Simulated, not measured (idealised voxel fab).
process module | voxel wiring stack
cross-section cut | 180 nm wide | cells 5 nm
A cross-section is a grid of square cells, given in bands from the top down. A band is one or more rows of cells.
Each band's line starts with the height of the band's top and of its bottom, in nm. Then come its materials from left to right, each with its width in nm. One material with "throughout" fills the band from edge to edge. "air" is empty space.
Height 0 is the level under which the wafer as received is all one material. The lowest band goes on downwards, as in "0 down".
A width such as "30 to 40" changes by the same amount from each row of cells to the next, from the band's top row to its bottom row.
"no change" after a step means that no cell of the cross-section changed.
closed voids: empty space of 8 cells or more with no open way to the top, each as width x height at its distance from the left edge, in nm
after a step's settings: what the simulator itself notes on the step
overlay nm, on a step with a mask: how far to the right of its planned place the mask lay; to the left if negative
plan
1 op RECEIVE | material Si
2 op CONFORMAL_DEP | material SiO2 | thk nm 10
3 op DIRECTIONAL_DEP | material TiN | thk nm 5
4 op DIRECTIONAL_DEP | material W | thk nm 20
5 op MASKED_ETCH | tone cover | mask id METAL_1 | width nm 25 | pitch nm 45 | etch materials W | depth nm 20 | overlay nm 0
6 op MASKED_ETCH | tone cover | mask id METAL_1 | width nm 25 | pitch nm 45 | etch materials TiN | depth nm 5 | overlay nm 0
7 op FILL_DEP | material SiO2 | thk nm 5
8 op CMP | height nm 35
9 op CONFORMAL_DEP | material SiCN | thk nm 5
10 op DIRECTIONAL_DEP | material lowk | thk nm 25
11 op DIRECTIONAL_DEP | material aC | thk nm 15
12 op PATTERN | tone open | mask id METAL_2_HOLES | material resist | width nm 15 | pitch nm 45 | thk nm 30 | overlay nm 0
13 op DIRECTIONAL_ETCH | etch materials aC | depth nm 15
14 op STRIP | etch materials resist
15 op DIRECTIONAL_ETCH | etch materials lowk | depth nm 25
16 op STRIP | etch materials aC
17 op PATTERN | tone open | mask id METAL_2 | material resist | width nm 25 | pitch nm 45 | thk nm 15 | overlay nm 0
18 op DIRECTIONAL_ETCH | etch materials lowk | depth nm 15
19 op DIRECTIONAL_ETCH | etch materials SiCN | depth nm 5
20 op STRIP | etch materials resist
21 op CONFORMAL_DEP | material TiN | thk nm 5
22 op FILL_DEP | material Cu | thk nm 10
23 op CMP | height nm 65
24 op CONFORMAL_DEP | material SiCN | thk nm 5
25 op DIRECTIONAL_DEP | material SiO2 | thk nm 25
26 op MASKED_ETCH | tone open | mask id METAL_3_HOLES | width nm 15 | pitch nm 45 | etch materials SiO2 | depth nm 25 | overlay nm 0
27 op DIRECTIONAL_DEP | material aC | thk nm 15
28 op PATTERN | tone open | mask id METAL_3 | material resist | width nm 25 | pitch nm 45 | thk nm 30 | overlay nm 0
29 op DIRECTIONAL_ETCH | etch materials aC | depth nm 15
30 op STRIP | etch materials resist
31 op DIRECTIONAL_ETCH | etch materials SiO2 | depth nm 15
32 op DIRECTIONAL_ETCH | etch materials SiCN | depth nm 5
33 op STRIP | etch materials aC
34 op CONFORMAL_DEP | material TiN | thk nm 5
35 op FILL_DEP | material Cu | thk nm 5
36 op CMP | height nm 95
37 op CONFORMAL_DEP | material SiCN | thk nm 5
first wafer, as planned
as received, after step 1
  0 down: Si throughout
  closed voids: none
after step 2
  10 to 0: SiO2 throughout
  below 0: unchanged
after step 3
  15 to 10: TiN throughout
  below 10: unchanged
after step 4
  35 to 15: W throughout
  below 15: unchanged
after step 5
  35 to 15: air 55 | W 25 | air 20 | W 25 | air 55
  below 15: unchanged
after step 6
  35 to 15: air 55 | W 25 | air 20 | W 25 | air 55
  15 to 10: air 55 | TiN 25 | air 20 | TiN 25 | air 55
  below 10: unchanged
after step 7
  40 to 35: SiO2 throughout
  35 to 15: SiO2 55 | W 25 | SiO2 20 | W 25 | SiO2 55
  15 to 10: SiO2 55 | TiN 25 | SiO2 20 | TiN 25 | SiO2 55
  below 10: unchanged
after step 8
  35 to 15: SiO2 55 | W 25 | SiO2 20 | W 25 | SiO2 55
  below 15: unchanged
after step 9
  40 to 35: SiCN throughout
  below 35: unchanged
after step 10
  65 to 40: lowk throughout
  below 40: unchanged
after step 11
  80 to 65: aC throughout
  below 65: unchanged
after step 12
  110 to 80: resist 55 | air 15 | resist 30 | air 15 | resist 65
  below 80: unchanged
after step 13
  95 to 80: resist 55 | air 15 | resist 30 | air 15 | resist 65
  80 to 65: aC 55 | air 15 | aC 30 | air 15 | aC 65
  below 65: unchanged
after step 14
  80 to 65: aC 55 | air 15 | aC 30 | air 15 | aC 65
  below 65: unchanged
after step 15
  80 to 65: aC 55 | air 15 | aC 30 | air 15 | aC 65
  65 to 40: lowk 55 | air 15 | lowk 30 | air 15 | lowk 65
  below 40: unchanged
after step 16
  65 to 40: lowk 55 | air 15 | lowk 30 | air 15 | lowk 65
  below 40: unchanged
after step 17
  80 to 65: resist 55 | air 25 | resist 20 | air 25 | resist 55
  below 65: unchanged
after step 18
  80 to 65: resist 55 | air 25 | resist 20 | air 25 | resist 55
  65 to 50: lowk 55 | air 25 | lowk 20 | air 25 | lowk 55
  below 50: unchanged
after step 19
  80 to 65: resist 55 | air 25 | resist 20 | air 25 | resist 55
  65 to 50: lowk 55 | air 25 | lowk 20 | air 25 | lowk 55
  50 to 40: lowk 55 | air 15 | lowk 30 | air 15 | lowk 65
  40 to 35: SiCN 55 | air 15 | SiCN 30 | air 15 | SiCN 65
  below 35: unchanged
after step 20
  65 to 50: lowk 55 | air 25 | lowk 20 | air 25 | lowk 55
  below 50: unchanged
after step 21
  70 to 65: TiN 60 | air 15 | TiN 30 | air 15 | TiN 60
  65 to 55: lowk 55 | TiN 5 | air 15 | TiN 5 | lowk 20 | TiN 5 | air 15 | TiN 5 | lowk 55
  55 to 50: lowk 55 | TiN 5 | air 5 | TiN 15 | lowk 20 | TiN 5 | air 5 | TiN 15 | lowk 55
  50 to 40: lowk 55 | TiN 5 | air 5 | TiN 5 | lowk 30 | TiN 5 | air 5 | TiN 5 | lowk 65
  40 to 35: SiCN 55 | TiN 15 | SiCN 30 | TiN 15 | SiCN 65
  below 35: unchanged
after step 22
  80 to 70: Cu throughout
  70 to 65: TiN 60 | Cu 15 | TiN 30 | Cu 15 | TiN 60
  65 to 55: lowk 55 | TiN 5 | Cu 15 | TiN 5 | lowk 20 | TiN 5 | Cu 15 | TiN 5 | lowk 55
  55 to 50: lowk 55 | TiN 5 | Cu 5 | TiN 15 | lowk 20 | TiN 5 | Cu 5 | TiN 15 | lowk 55
  50 to 40: lowk 55 | TiN 5 | Cu 5 | TiN 5 | lowk 30 | TiN 5 | Cu 5 | TiN 5 | lowk 65
  below 40: unchanged
after step 23
  65 to 55: lowk 55 | TiN 5 | Cu 15 | TiN 5 | lowk 20 | TiN 5 | Cu 15 | TiN 5 | lowk 55
  below 55: unchanged
after step 24
  70 to 65: SiCN throughout
  below 65: unchanged
after step 25
  95 to 70: SiO2 throughout
  below 70: unchanged
after step 26
  95 to 70: SiO2 55 | air 15 | SiO2 30 | air 15 | SiO2 65
  below 70: unchanged
after step 27
  110 to 95: aC 55 | air 15 | aC 30 | air 15 | aC 65
  95 to 85: SiO2 55 | air 15 | SiO2 30 | air 15 | SiO2 65
  85 to 70: SiO2 55 | aC 15 | SiO2 30 | aC 15 | SiO2 65
  below 70: unchanged
after step 28
  140 to 110: resist 55 | air 25 | resist 20 | air 25 | resist 55
  below 110: unchanged
after step 29
  125 to 110: resist 55 | air 25 | resist 20 | air 25 | resist 55
  110 to 95: aC 55 | air 25 | aC 20 | air 25 | aC 55
  95 to 70: SiO2 55 | air 15 | SiO2 30 | air 15 | SiO2 65
  below 70: unchanged
after step 30
  110 to 95: aC 55 | air 25 | aC 20 | air 25 | aC 55
  below 95: unchanged
after step 31
  110 to 95: aC 55 | air 25 | aC 20 | air 25 | aC 55
  95 to 80: SiO2 55 | air 25 | SiO2 20 | air 25 | SiO2 55
  below 80: unchanged
after step 32
  110 to 95: aC 55 | air 25 | aC 20 | air 25 | aC 55
  95 to 80: SiO2 55 | air 25 | SiO2 20 | air 25 | SiO2 55
  80 to 70: SiO2 55 | air 15 | SiO2 30 | air 15 | SiO2 65
  70 to 65: SiCN 55 | air 15 | SiCN 30 | air 15 | SiCN 65
  below 65: unchanged
after step 33
  95 to 80: SiO2 55 | air 25 | SiO2 20 | air 25 | SiO2 55
  below 80: unchanged
after step 34
  100 to 95: TiN 60 | air 15 | TiN 30 | air 15 | TiN 60
  95 to 85: SiO2 55 | TiN 5 | air 15 | TiN 5 | SiO2 20 | TiN 5 | air 15 | TiN 5 | SiO2 55
  85 to 80: SiO2 55 | TiN 5 | air 5 | TiN 15 | SiO2 20 | TiN 5 | air 5 | TiN 15 | SiO2 55
  80 to 70: SiO2 55 | TiN 5 | air 5 | TiN 5 | SiO2 30 | TiN 5 | air 5 | TiN 5 | SiO2 65
  70 to 65: SiCN 55 | TiN 15 | SiCN 30 | TiN 15 | SiCN 65
  below 65: unchanged
after step 35
  105 to 100: Cu throughout
  100 to 95: TiN 60 | Cu 15 | TiN 30 | Cu 15 | TiN 60
  95 to 85: SiO2 55 | TiN 5 | Cu 15 | TiN 5 | SiO2 20 | TiN 5 | Cu 15 | TiN 5 | SiO2 55
  85 to 80: SiO2 55 | TiN 5 | Cu 5 | TiN 15 | SiO2 20 | TiN 5 | Cu 5 | TiN 15 | SiO2 55
  80 to 70: SiO2 55 | TiN 5 | Cu 5 | TiN 5 | SiO2 30 | TiN 5 | Cu 5 | TiN 5 | SiO2 65
  below 70: unchanged
after step 36
  95 to 85: SiO2 55 | TiN 5 | Cu 15 | TiN 5 | SiO2 20 | TiN 5 | Cu 15 | TiN 5 | SiO2 55
  below 85: unchanged
after step 37
  100 to 95: SiCN throughout
  below 95: unchanged
second wafer: like start, like plan, one mistake. Through step 27 it matches the first wafer
when step 28 should have ended
  140 to 110: resist 55 | air 30 | resist 15 | air 30 | resist 50
  below 110: unchanged
when step 29 should have ended
  125 to 110: resist 55 | air 30 | resist 15 | air 30 | resist 50
  110 to 95: aC 55 | air 30 | aC 15 | air 30 | aC 50
  95 to 70: SiO2 55 | air 15 | SiO2 30 | air 15 | SiO2 65
  below 70: unchanged
when step 30 should have ended
  110 to 95: aC 55 | air 30 | aC 15 | air 30 | aC 50
  below 95: unchanged
when step 31 should have ended
  110 to 95: aC 55 | air 30 | aC 15 | air 30 | aC 50
  95 to 80: SiO2 55 | air 30 | SiO2 15 | air 30 | SiO2 50
  below 80: unchanged
when step 32 should have ended
  110 to 95: aC 55 | air 30 | aC 15 | air 30 | aC 50
  95 to 80: SiO2 55 | air 30 | SiO2 15 | air 30 | SiO2 50
  80 to 70: SiO2 55 | air 15 | SiO2 30 | air 15 | SiO2 65
  70 to 65: SiCN 55 | air 15 | SiCN 30 | air 15 | SiCN 65
  below 65: unchanged
when step 33 should have ended
  95 to 80: SiO2 55 | air 30 | SiO2 15 | air 30 | SiO2 50
  below 80: unchanged
when step 34 should have ended
  100 to 95: TiN 60 | air 20 | TiN 25 | air 20 | TiN 55
  95 to 85: SiO2 55 | TiN 5 | air 20 | TiN 5 | SiO2 15 | TiN 5 | air 20 | TiN 5 | SiO2 50
  85 to 80: SiO2 55 | TiN 5 | air 5 | TiN 20 | SiO2 15 | TiN 5 | air 5 | TiN 20 | SiO2 50
  80 to 70: SiO2 55 | TiN 5 | air 5 | TiN 5 | SiO2 30 | TiN 5 | air 5 | TiN 5 | SiO2 65
  70 to 65: SiCN 55 | TiN 15 | SiCN 30 | TiN 15 | SiCN 65
  below 65: unchanged
when step 35 should have ended
  105 to 100: Cu throughout
  100 to 95: TiN 60 | Cu 20 | TiN 25 | Cu 20 | TiN 55
  95 to 85: SiO2 55 | TiN 5 | Cu 20 | TiN 5 | SiO2 15 | TiN 5 | Cu 20 | TiN 5 | SiO2 50
  85 to 80: SiO2 55 | TiN 5 | Cu 5 | TiN 20 | SiO2 15 | TiN 5 | Cu 5 | TiN 20 | SiO2 50
  80 to 70: SiO2 55 | TiN 5 | Cu 5 | TiN 5 | SiO2 30 | TiN 5 | Cu 5 | TiN 5 | SiO2 65
  below 70: unchanged
when step 36 should have ended
  95 to 85: SiO2 55 | TiN 5 | Cu 20 | TiN 5 | SiO2 15 | TiN 5 | Cu 20 | TiN 5 | SiO2 50
  below 85: unchanged
when step 37 should have ended
  100 to 95: SiCN throughout
  below 95: unchanged
what went wrong: step 28 ran as: op PATTERN | tone open | mask id METAL_3 | material resist | width nm 30 | pitch nm 45 | thk nm 30 | overlay nm 0
at the end the second wafer has, in cells: 4 more of Cu | 6 fewer of SiO2 | 2 more of TiN
